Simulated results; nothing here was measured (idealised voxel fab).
A process module follows: voxel transistor to metal.
Shown is cross-section cut, with a width of 285 nm and square cells of size 5 nm.
Notation: cross-section as square-cell grid; stated in bands, top first, going down; one or more cell rows per band. Heads up on the band format: heights come first, top then bottom, in nm. After that it's the materials left to right, each with its width in nm. A single material flagged "everywhere" fills the whole band edge to edge, and "empty" means there's empty space there. Beneath 0, the wafer as received is one material, and that level is where height counting begins. The lowest band goes on downward without a bottom; it is written like "top 0, no bottom". With a width like "30->40", each row of cells in the band differs from the next by the same amount, the top row carrying the first number and the bottom row the second. Given "no change" for a step, no cell of the cross-section differs between before and after that step. "Cavities, sealed" enumerates empty spaces isolated from the top, with no open way to it, that contain at least 8 cells, giving each as width x height at distance from the left edge, all three in nm. Whatever follows a step's settings on its line is a remark the simulator itself makes about that step. "overlay nm" answers the question of how far to the right of plan the mask lay on a step that has a mask, and when it is negative the answer is to the left.

Process steps - plan
1 op RECEIVE | material Si
2 op OXIDIZE | depth nm 5
3 op CONFORMAL_DEP | material SiN | thk nm 15
4 op DIRECTIONAL_DEP | material aC | thk nm 15
5 op PATTERN | tone cover | mask id ACTIVE | material resist | width nm 100 | pitch nm 120 | thk nm 35 | overlay nm 0
6 op DIRECTIONAL_ETCH | etch materials aC | depth nm 15
7 op STRIP | etch materials resist
8 op DIRECTIONAL_ETCH | etch materials SiN | depth nm 15
9 op DIRECTIONAL_ETCH | etch materials SiO2 | depth nm 5
10 op DIRECTIONAL_ETCH | etch materials Si | depth nm 30
11 op STRIP | etch materials aC
12 op OXIDIZE | depth nm 5
13 op FILL_DEP | material SiO2 | thk nm 15
14 op CMP | height nm 15
15 op SELECTIVE_ETCH | etch materials SiO2 | depth nm 10
16 op STRIP | etch materials SiN
17 op SELECTIVE_ETCH | etch materials SiO2 | depth nm 5
18 op OXIDIZE | depth nm 5
19 op DIRECTIONAL_DEP | material polySi | thk nm 30
20 op DIRECTIONAL_DEP | material SiCN | thk nm 10
21 op MASKED_ETCH | tone cover | mask id GATE | width nm 30 | pitch nm 120 | etch materials SiCN | depth nm 20 | overlay nm 0
22 op MASKED_ETCH | tone cover | mask id GATE | width nm 30 | pitch nm 120 | etch materials polySi | depth nm 40 | overlay nm 0
23 op CONFORMAL_DEP | material SiO2 | thk nm 5
24 op DIRECTIONAL_ETCH | etch materials SiO2 | depth nm 5
25 op CONFORMAL_DEP | material SiN | thk nm 5
26 op DIRECTIONAL_ETCH | etch materials SiN | depth nm 5
27 op DIRECTIONAL_ETCH | etch materials SiO2 | depth nm 5
28 op DIRECTIONAL_ETCH | etch materials Si | depth nm 5
29 op EPI | material SiGe | thk nm 5
30 op FILL_DEP | material SiO2 | thk nm 10
31 op CMP | height nm 25
32 op STRIP | etch materials polySi
33 op SELECTIVE_ETCH | etch materials SiO2 | depth nm 5
34 op CONFORMAL_DEP | material HfO2 | thk nm 5
35 op CONFORMAL_DEP | material TiN | thk nm 5
36 op FILL_DEP | material W | thk nm 10
37 op CMP | height nm 20
38 op DIRECTIONAL_DEP | material SiO2 | thk nm 15
39 op PATTERN | tone open | mask id CONTACT | material resist | width nm 15 | thk nm 15 | overlay nm 0
40 op DIRECTIONAL_ETCH | etch materials SiO2 | depth nm 45
41 op STRIP | etch materials resist
42 op CONFORMAL_DEP | material TiN | thk nm 5
43 op FILL_DEP | material W | thk nm 5
44 op CMP | height nm 35
45 op DIRECTIONAL_DEP | material TiN | thk nm 5
46 op DIRECTIONAL_DEP | material Ru | thk nm 25
47 op MASKED_ETCH | tone cover | mask id METAL_1 | width nm 15 | etch materials Ru | depth nm 25 | overlay nm 0
48 op MASKED_ETCH | tone cover | mask id METAL_1 | width nm 15 | etch materials TiN | depth nm 5 | overlay nm 0
49 op FILL_DEP | material SiO2 | thk nm 5
50 op CMP | height nm 65
51 op CONFORMAL_DEP | material SiN | thk nm 5

Cross-section: wafer on arrival = after step 1
    top 0, no bottom | Si everywhere
    Cavities, sealed: none

Starting wafer: above. Plan: above. Run: one mistake. Cross-section after the module: below
    top 70, bottom 65 | SiN everywhere
    top 65, bottom 40 | 35 nm SiO2 / 15 nm Ru / 60 nm SiO2 / 15 nm Ru / 30 nm SiO2 / 15 nm Ru / 60 nm SiO2 / 15 nm Ru / 40 nm SiO2
    top 40, bottom 35 | 35 nm SiO2 / 15 nm TiN / 60 nm SiO2 / 15 nm TiN / 30 nm SiO2 / 15 nm TiN / 60 nm SiO2 / 15 nm TiN / 40 nm SiO2
    top 35, bottom 25 | 45 nm SiO2 / 5 nm TiN / 5 nm W / 5 nm TiN / 60 nm SiO2 / 5 nm TiN / 5 nm W / 5 nm TiN / 30 nm SiO2 / 5 nm TiN / 5 nm W / 5 nm TiN / 60 nm SiO2 / 5 nm TiN / 5 nm W / 5 nm TiN / 30 nm SiO2
    top 25, bottom 20 | 45 nm SiO2 / 15 nm TiN / 60 nm SiO2 / 5 nm TiN / 5 nm W / 5 nm TiN / 30 nm SiO2 / 15 nm TiN / 60 nm SiO2 / 5 nm TiN / 5 nm W / 5 nm TiN / 30 nm SiO2
    top 20, bottom 5 | 45 nm SiO2 / 10 nm TiN / 5 nm SiN / 5 nm HfO2 / 5 nm TiN / 20 nm W / 5 nm TiN / 5 nm HfO2 / 5 nm SiN / 15 nm SiO2 / 5 nm TiN / 5 nm W / 5 nm TiN / 30 nm SiO2 / 10 nm TiN / 5 nm SiN / 5 nm HfO2 / 5 nm TiN / 20 nm W / 5 nm TiN / 5 nm HfO2 / 5 nm SiN / 15 nm SiO2 / 5 nm TiN / 5 nm W / 5 nm TiN / 30 nm SiO2
    top 5, bottom 0 | 45 nm SiO2 / 10 nm TiN / 5 nm SiN / 5 nm HfO2 / 5 nm TiN / 20 nm W / 5 nm TiN / 5 nm HfO2 / 5 nm SiN / 15 nm SiO2 / 15 nm TiN / 30 nm SiO2 / 10 nm TiN / 5 nm SiN / 5 nm HfO2 / 5 nm TiN / 20 nm W / 5 nm TiN / 5 nm HfO2 / 5 nm SiN / 15 nm SiO2 / 15 nm TiN / 30 nm SiO2
    top 0, bottom -5 | 30 nm SiO2 / 5 nm SiN / 10 nm SiO2 / 10 nm TiN / 5 nm SiN / 5 nm HfO2 / 30 nm TiN / 5 nm HfO2 / 5 nm SiN / 15 nm SiO2 / 5 nm TiN / 5 nm SiN / 5 nm TiN / 15 nm SiO2 / 5 nm SiN / 10 nm SiO2 / 10 nm TiN / 5 nm SiN / 5 nm HfO2 / 30 nm TiN / 5 nm HfO2 / 5 nm SiN / 15 nm SiO2 / 5 nm TiN / 5 nm SiN / 5 nm TiN / 30 nm SiO2
    top -5, bottom -10 | 45 nm SiO2 / 5 nm TiN / 5 nm SiGe / 5 nm SiO2 / 40 nm HfO2 / 5 nm SiO2 / 5 nm SiGe / 10 nm SiO2 / 5 nm TiN / 5 nm SiO2 / 5 nm TiN / 30 nm SiO2 / 5 nm TiN / 5 nm SiGe / 5 nm SiO2 / 40 nm HfO2 / 5 nm SiO2 / 5 nm SiGe / 10 nm SiO2 / 5 nm TiN / 5 nm SiO2 / 5 nm TiN / 30 nm SiO2
    top -10, bottom -15 | 35 nm SiO2 / 20 nm SiGe / 50 nm Si / 20 nm SiGe / 30 nm SiO2 / 20 nm SiGe / 50 nm Si / 20 nm SiGe / 40 nm SiO2
    top -15, bottom -40 | 35 nm SiO2 / 90 nm Si / 30 nm SiO2 / 90 nm Si / 40 nm SiO2
    top -40, no bottom | Si everywhere
    Cavities, sealed: none
What was done differently from what was planned? step 39 off recipe, ran as op PATTERN | tone open | mask id CONTACT | material resist | width nm 15 | thk nm 15 | overlay nm 10
